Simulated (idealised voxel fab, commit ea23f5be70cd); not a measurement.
process module | voxel wiring stack
cross-section cut | 265 nm wide | cells 5 nm
A cross-section is a grid of square cells, given in bands from the top down. A band is one or more rows of cells.
Each band's line starts with the height of the band's top and of its bottom, in nm. Then come its materials from left to right, each with its width in nm. One material with "throughout" fills the band from edge to edge. "air" is empty space.
Height 0 is the level under which the wafer as received is all one material. The lowest band goes on downwards, as in "0 down".
A width such as "30 to 40" changes by the same amount from each row of cells to the next, from the band's top row to its bottom row.
"no change" after a step means that no cell of the cross-section changed.
closed voids: empty space of 8 cells or more with no open way to the top, each as width x height at its distance from the left edge, in nm
after a step's settings: what the simulator itself notes on the step
overlay nm, on a step with a mask: how far to the right of its planned place the mask lay; to the left if negative
plan
1 op RECEIVE | material Si
2 op CONFORMAL_DEP | material SiO2 | thk nm 10
3 op CONFORMAL_DEP | material SiN | thk nm 5
4 op DIRECTIONAL_DEP | material SiO2 | thk nm 15
5 op DIRECTIONAL_DEP | material aC | thk nm 10
6 op PATTERN | tone open | mask id METAL_1 | material resist | width nm 20 | pitch nm 45 | thk nm 25 | overlay nm 0
7 op DIRECTIONAL_ETCH | etch materials aC | depth nm 10
8 op STRIP | etch materials resist
9 op DIRECTIONAL_ETCH | etch materials SiO2 | depth nm 15
10 op DIRECTIONAL_ETCH | etch materials SiN | depth nm 5
11 op STRIP | etch materials aC
12 op CONFORMAL_DEP | material TiN | thk nm 5
13 op FILL_DEP | material W | thk nm 10
14 op CMP | height nm 30
15 op CONFORMAL_DEP | material SiCN | thk nm 5
16 op DIRECTIONAL_DEP | material SiO2 | thk nm 35
17 op DIRECTIONAL_DEP | material aC | thk nm 10
18 op PATTERN | tone open | mask id METAL_2_HOLES | material resist | width nm 15 | pitch nm 90 | thk nm 30 | overlay nm 0
19 op DIRECTIONAL_ETCH | etch materials aC | depth nm 10
20 op STRIP | etch materials resist
21 op DIRECTIONAL_ETCH | etch materials SiO2 | depth nm 35
22 op STRIP | etch materials aC
23 op MASKED_ETCH | tone open | mask id METAL_2 | width nm 20 | pitch nm 45 | etch materials SiO2 | depth nm 20 | overlay nm 0
24 op MASKED_ETCH | tone open | mask id METAL_2 | width nm 20 | pitch nm 45 | etch materials SiCN | depth nm 5 | overlay nm 0
25 op CONFORMAL_DEP | material TiN | thk nm 5
26 op FILL_DEP | material Cu | thk nm 10
27 op CMP | height nm 70
28 op CONFORMAL_DEP | material SiCN | thk nm 5
29 op DIRECTIONAL_DEP | material lowk | thk nm 25
30 op PATTERN | tone open | mask id METAL_3 | material resist | width nm 20 | pitch nm 45 | thk nm 20 | overlay nm 0
31 op DIRECTIONAL_ETCH | etch materials lowk | depth nm 15
32 op STRIP | etch materials resist
33 op MASKED_ETCH | tone open | mask id METAL_3_HOLES | width nm 15 | pitch nm 45 | etch materials lowk | depth nm 10 | overlay nm 0
34 op MASKED_ETCH | tone open | mask id METAL_3_HOLES | width nm 15 | pitch nm 45 | etch materials SiCN | depth nm 5 | overlay nm 0
35 op CONFORMAL_DEP | material TiN | thk nm 5
36 op FILL_DEP | material Cu | thk nm 10
37 op CMP | height nm 100
38 op CONFORMAL_DEP | material SiCN | thk nm 5
39 op DIRECTIONAL_DEP | material lowk | thk nm 25
40 op MASKED_ETCH | tone open | mask id METAL_4_HOLES | width nm 15 | pitch nm 45 | etch materials lowk | depth nm 25 | overlay nm 0
41 op MASKED_ETCH | tone open | mask id METAL_4 | width nm 20 | pitch nm 45 | etch materials lowk | depth nm 15 | overlay nm 0
42 op MASKED_ETCH | tone open | mask id METAL_4 | width nm 20 | pitch nm 45 | etch materials SiCN | depth nm 5 | overlay nm 0
43 op CONFORMAL_DEP | material TiN | thk nm 5
44 op FILL_DEP | material Ru | thk nm 10
45 op CMP | height nm 130
46 op CONFORMAL_DEP | material SiCN | thk nm 5
varied across the wafers: thk nm of step 43. The plan shows the first wafer's value. All wafers start alike
first wafer as received, after step 1
  0 down: Si throughout
  closed voids: none
each wafer at the end: cells of each material gained (+) or lost (-) since it was received, then its closed voids
thk nm 5 | +60 Cu | +28 Ru | +182 SiCN | +37 SiN | +506 SiO2 | +208 TiN | +24 W | +386 lowk | closed voids: none
thk nm 10 | +60 Cu | +182 SiCN | +37 SiN | +506 SiO2 | +236 TiN | +24 W | +386 lowk | closed voids: none
thk nm 15 | +60 Cu | +182 SiCN | +37 SiN | +506 SiO2 | +236 TiN | +24 W | +386 lowk | closed voids: none
thk nm 20 | +60 Cu | +182 SiCN | +37 SiN | +506 SiO2 | +236 TiN | +24 W | +386 lowk | closed voids: none
